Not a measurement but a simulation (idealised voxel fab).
Process module name: voxel self aligned vias
The cross-section shown here is cut; it is 260 nm wide and divided into square cells measuring 5 nm on a side.
Throughout this document, each cross-section is represented as a grid of square cells and is presented as a sequence of bands enumerated from the top downward, where a band comprises one or more rows of cells.
Read a band's entry like this: the first values are the height of its top and the height of its bottom in nm, and what follows is the sequence of materials from left to right, each with its width in nm. Note that "air" is empty space, and that a single material marked "all across" reaches across the band from edge to edge.
Heights are expressed relative to 0, this being the level below which the as-received wafer comprises one material exclusively. The lowest band is unbounded in the downward direction and is denoted as in "0 nm and below".
So if you see something like "30 to 40" for the width, read it as the top row of the band sitting at the first number and the bottom row at the second, with every row in between moving by the same amount as the last.
When a step is marked "changes: none", none of the cells in the cross-section changed during that step.
Empty spaces without an open route to the top, at least 8 cells in extent, make up the entry "Trapped cavities"; each is given as width x height at distance, where the distance is measured from the left edge, and all are in nm.
That trailing text on a step's line, after the settings, is the simulator's own remark on the step.
The setting "overlay nm" may be written on the line of a step. When the step uses a mask, the value reports how far to the right of the planned place the mask lay, and a negative value reports that it lay to the left.
Process steps - plan:
1) RECEIVE [material Si]
2) CONFORMAL_DEP [material SiO2] [thk nm 10]
3) CONFORMAL_DEP [material SiCN] [thk nm 5]
4) DIRECTIONAL_DEP [material SiO2] [thk nm 30]
5) MASKED_ETCH [tone open] [mask id LINES] [width nm 20] [pitch nm 55] [etch materials SiO2] [depth nm 30] [overlay nm 0]
6) CONFORMAL_DEP [material TiN] [thk nm 5]
7) FILL_DEP [material Ru] [thk nm 5]
8) CMP [height nm 45]
9) SELECTIVE_ETCH [etch materials W Ru TiN] [depth nm 5]
10) FILL_DEP [material SiN] [thk nm 5]
11) CMP [height nm 45]
12) DIRECTIONAL_DEP [material SiO2] [thk nm 15]
13) MASKED_ETCH [tone open] [mask id VIAS] [width nm 30] [pitch nm 55] [etch materials SiO2] [depth nm 15] [overlay nm 0]
14) MASKED_ETCH [tone open] [mask id VIAS] [width nm 30] [pitch nm 55] [etch materials SiN] [depth nm 5] [overlay nm 0]
15) CONFORMAL_DEP [material TiN] [thk nm 5]
16) FILL_DEP [material Cu] [thk nm 10]
17) CMP [height nm 60]
18) CONFORMAL_DEP [material SiN] [thk nm 5]
The cross-section here shows the wafer as received, i.e. in its state after step 1:
0 nm and below | Si all across
Trapped cavities: none
Cross-sectional image of the first of two wafers at the end of the module, the run having proceeded as planned:
65 nm to 60 nm | SiN all across
60 nm to 50 nm | SiO2=60, then TiN=5, then Cu=20, then TiN=5, then SiO2=25, then TiN=5, then Cu=20, then TiN=5, then SiO2=25, then TiN=5, then Cu=20, then TiN=5, then SiO2=60
50 nm to 45 nm | SiO2=60, then TiN=10, then Cu=10, then TiN=10, then SiO2=25, then TiN=10, then Cu=10, then TiN=10, then SiO2=25, then TiN=10, then Cu=10, then TiN=10, then SiO2=60
45 nm to 40 nm | SiO2=65, then TiN=20, then SiO2=35, then TiN=20, then SiO2=35, then TiN=20, then SiO2=65
40 nm to 20 nm | SiO2=65, then TiN=5, then Ru=10, then TiN=5, then SiO2=35, then TiN=5, then Ru=10, then TiN=5, then SiO2=35, then TiN=5, then Ru=10, then TiN=5, then SiO2=65
20 nm to 15 nm | SiO2=65, then TiN=20, then SiO2=35, then TiN=20, then SiO2=35, then TiN=20, then SiO2=65
15 nm to 10 nm | SiCN all across
10 nm to 0 nm | SiO2 all across
0 nm and below | Si all across
Trapped cavities: none
Cross-sectional view of the second of two wafers upon completion of the module. This wafer shared its starting condition and process plan with the first; one error was made during its execution:
80 nm to 75 nm | SiN all across
75 nm to 65 nm | Cu all across
65 nm to 60 nm | TiN=65, then Cu=20, then TiN=35, then Cu=20, then TiN=35, then Cu=20, then TiN=65
60 nm to 50 nm | SiO2=60, then TiN=5, then Cu=20, then TiN=5, then SiO2=25, then TiN=5, then Cu=20, then TiN=5, then SiO2=25, then TiN=5, then Cu=20, then TiN=5, then SiO2=60
50 nm to 45 nm | SiO2=60, then TiN=10, then Cu=10, then TiN=10, then SiO2=25, then TiN=10, then Cu=10, then TiN=10, then SiO2=25, then TiN=10, then Cu=10, then TiN=10, then SiO2=60
45 nm to 40 nm | SiO2=65, then TiN=20, then SiO2=35, then TiN=20, then SiO2=35, then TiN=20, then SiO2=65
40 nm to 20 nm | SiO2=65, then TiN=5, then Ru=10, then TiN=5, then SiO2=35, then TiN=5, then Ru=10, then TiN=5, then SiO2=35, then TiN=5, then Ru=10, then TiN=5, then SiO2=65
20 nm to 15 nm | SiO2=65, then TiN=20, then SiO2=35, then TiN=20, then SiO2=35, then TiN=20, then SiO2=65
15 nm to 10 nm | SiCN all across
10 nm to 0 nm | SiO2 all across
0 nm and below | Si all across
Trapped cavities: none
It is concluded that the wafer was processed incorrectly with respect to the plan, in that step 17 of the plan got skipped, so it never ran
at the end the second wafer has, in cells: Cu +116, TiN +40
